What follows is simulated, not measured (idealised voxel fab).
Process module under the name voxel capacitor over wiring
Shown is cross-section cut, with a width of 235 nm and square cells of size 5 nm.
Bands, listed from the top down, are how a cross-section gets written in this document; the cross-section itself is a grid of square cells, and a band is one or more rows of them. Each band's line starts with the height of the band's top and of its bottom, in nm. Then come its materials from left to right, each with its width in nm. One material with "full width" fills the band from edge to edge. "empty" is empty space. The level at which height equals 0 is the one under which the wafer, as it arrives, is entirely one material. No lower edge exists for the bottom band, which continues downward and is notated as in "0 and below". Per-row width for "30 to 40": begins at first number (top row of band), ends at second number (bottom row), increment between rows held constant. It should be understood that the words "remained the same", when stated for a given step, signify that the cross-section underwent no change in any of its cells during that step. "Entrapped void list" means: voids of 8 cells or more that are shut off from the top with no open way through. Written width x height at distance, distance from the left edge, in nm. Whatever follows a step's settings on its line is a remark the simulator itself makes about that step. "overlay nm" denotes, for a step that has a mask, the displacement of the mask to the right of its planned place, with negative values corresponding to the left.
This section lists the process steps that were planned
1,RECEIVE [material Si]
2,CONFORMAL_DEP [material SiO2] [thk nm 15]
3,CONFORMAL_DEP [material SiN] [thk nm 5]
4,DIRECTIONAL_DEP [material SiO2] [thk nm 15]
5,DIRECTIONAL_DEP [material aC] [thk nm 10]
6,PATTERN [tone open] [mask id METAL_1] [material resist] [width nm 25] [pitch nm 90] [thk nm 30] [overlay nm 0]
7,DIRECTIONAL_ETCH [etch materials aC] [depth nm 10]
8,STRIP [etch materials resist]
9,DIRECTIONAL_ETCH [etch materials SiO2] [depth nm 15]
10,DIRECTIONAL_ETCH [etch materials SiN] [depth nm 5]
11,STRIP [etch materials aC]
12,CONFORMAL_DEP [material TiN] [thk nm 5]
13,FILL_DEP [material Cu] [thk nm 5]
14,CMP [height nm 35]
15,EPI [material Ru] [thk nm 5]
16,FILL_DEP [material SiCN] [thk nm 5]
17,DIRECTIONAL_DEP [material lowk] [thk nm 15]
18,DIRECTIONAL_DEP [material aC] [thk nm 10]
19,PATTERN [tone open] [mask id PLUG_1] [material resist] [width nm 15] [thk nm 30] [overlay nm 0]
20,DIRECTIONAL_ETCH [etch materials aC] [depth nm 10]
21,STRIP [etch materials resist]
22,DIRECTIONAL_ETCH [etch materials lowk] [depth nm 15]
23,DIRECTIONAL_ETCH [etch materials SiCN] [depth nm 5]
24,STRIP [etch materials aC]
25,EPI [material Ru] [thk nm 10]
26,EPI [material Ru] [thk nm 10]
27,DIRECTIONAL_DEP [material TiN] [thk nm 5]
28,DIRECTIONAL_DEP [material Al2O3] [thk nm 5]
29,DIRECTIONAL_DEP [material TiN] [thk nm 10]
30,MASKED_ETCH [tone cover] [mask id UPPER_PLATE] [width nm 70] [etch materials TiN] [depth nm 10] [overlay nm 0]
31,MASKED_ETCH [tone cover] [mask id UPPER_PLATE] [width nm 70] [etch materials Al2O3] [depth nm 5] [overlay nm 0]
32,DIRECTIONAL_DEP [material aC] [thk nm 15]
33,PATTERN [tone cover] [mask id LOWER_PLATE] [material resist] [width nm 80] [thk nm 35] [overlay nm 0]
34,DIRECTIONAL_ETCH [etch materials aC] [depth nm 15]
35,STRIP [etch materials resist]
36,DIRECTIONAL_ETCH [etch materials TiN] [depth nm 5]
37,STRIP [etch materials aC]
38,FILL_DEP [material SiO2] [thk nm 15]
39,CMP [height nm 90]
40,DIRECTIONAL_DEP [material aC] [thk nm 15]
41,PATTERN [tone open] [mask id PLUG_2] [material resist] [width nm 15] [thk nm 35] [overlay nm 0]
42,DIRECTIONAL_ETCH [etch materials aC] [depth nm 15]
43,STRIP [etch materials resist]
44,DIRECTIONAL_ETCH [etch materials SiO2] [depth nm 10]
45,STRIP [etch materials aC]
46,CONFORMAL_DEP [material TiN] [thk nm 5]
47,FILL_DEP [material Ru] [thk nm 5]
48,CMP [height nm 90]
49,CONFORMAL_DEP [material SiCN] [thk nm 5]
Variable across wafers: step 41 width nm (plan value is that of the first wafer; starting state common to all).
Step 1 complete: as-received cross-section of the first of several wafers
- 0 and below | Si full width
- Entrapped void list: none
Heads up, this table goes wafer by wafer. A row tells you, at the end of the module, how many cells of each material that wafer has put on (+) or dropped (-) since it was received, and then its closed voids
width nm 15 | +14 Al2O3 | +18 Cu | +27 Ru | +124 SiCN | +37 SiN | +470 SiO2 | +71 TiN | +132 lowk | Entrapped void list: none
width nm 20 | +14 Al2O3 | +18 Cu | +28 Ru | +124 SiCN | +37 SiN | +468 SiO2 | +72 TiN | +132 lowk | Entrapped void list: none
width nm 25 | +14 Al2O3 | +18 Cu | +29 Ru | +124 SiCN | +37 SiN | +466 SiO2 | +73 TiN | +132 lowk | Entrapped void list: none
width nm 30 | +14 Al2O3 | +18 Cu | +30 Ru | +124 SiCN | +37 SiN | +464 SiO2 | +74 TiN | +132 lowk | Entrapped void list: none
